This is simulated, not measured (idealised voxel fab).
process module | voxel ribs on slabs
cross-section cut | 155 nm wide | cells 5 nm
A cross-section is a grid of square cells, given in bands from the top down. A band is one or more rows of cells.
Each band's line starts with the height of the band's top and of its bottom, in nm. Then come its materials from left to right, each with its width in nm. One material with "throughout" fills the band from edge to edge. "air" is empty space.
Height 0 is the level under which the wafer as received is all one material. The lowest band goes on downwards, as in "0 down".
A width such as "30 to 40" changes by the same amount from each row of cells to the next, from the band's top row to its bottom row.
"no change" after a step means that no cell of the cross-section changed.
closed voids: empty space of 8 cells or more with no open way to the top, each as width x height at its distance from the left edge, in nm
after a step's settings: what the simulator itself notes on the step
overlay nm, on a step with a mask: how far to the right of its planned place the mask lay; to the left if negative
plan
1 op RECEIVE | material Si
2 op DIRECTIONAL_DEP | material SiO2 | thk nm 20
3 op DIRECTIONAL_DEP | material polySi | thk nm 25
4 op MASKED_ETCH | tone cover | mask id RIB | width nm 20 | etch materials polySi | depth nm 20 | overlay nm 0
5 op MASKED_ETCH | tone cover | mask id SLAB | width nm 70 | etch materials polySi | depth nm 5 | overlay nm 0
6 op FILL_DEP | material SiO2 | thk nm 20
7 op CMP | height nm 55
8 op DIRECTIONAL_DEP | material TiN | thk nm 10
9 op PATTERN | tone cover | mask id HEATER | material resist | width nm 30 | thk nm 20 | overlay nm 0
10 op DIRECTIONAL_ETCH | etch materials TiN | depth nm 10
11 op STRIP | etch materials resist
12 op CONFORMAL_DEP | material SiO2 | thk nm 5
as received, after step 1
  0 down: Si throughout
  closed voids: none
a wafer at the end: this start, this plan, one mistake
  70 to 65: air 55 | SiO2 40 | air 60
  65 to 60: air 55 | SiO2 5 | TiN 30 | SiO2 5 | air 60
  60 to 55: SiO2 60 | TiN 30 | SiO2 65
  55 to 40: SiO2 throughout
  40 to 25: SiO2 65 | polySi 20 | SiO2 70
  25 to 20: polySi 40 | SiO2 25 | polySi 20 | SiO2 25 | polySi 45
  20 to 0: SiO2 throughout
  0 down: Si throughout
  closed voids: none
what went wrong: step 5 ran as: op MASKED_ETCH | tone open | mask id SLAB | width nm 70 | etch materials polySi | depth nm 5 | overlay nm 0
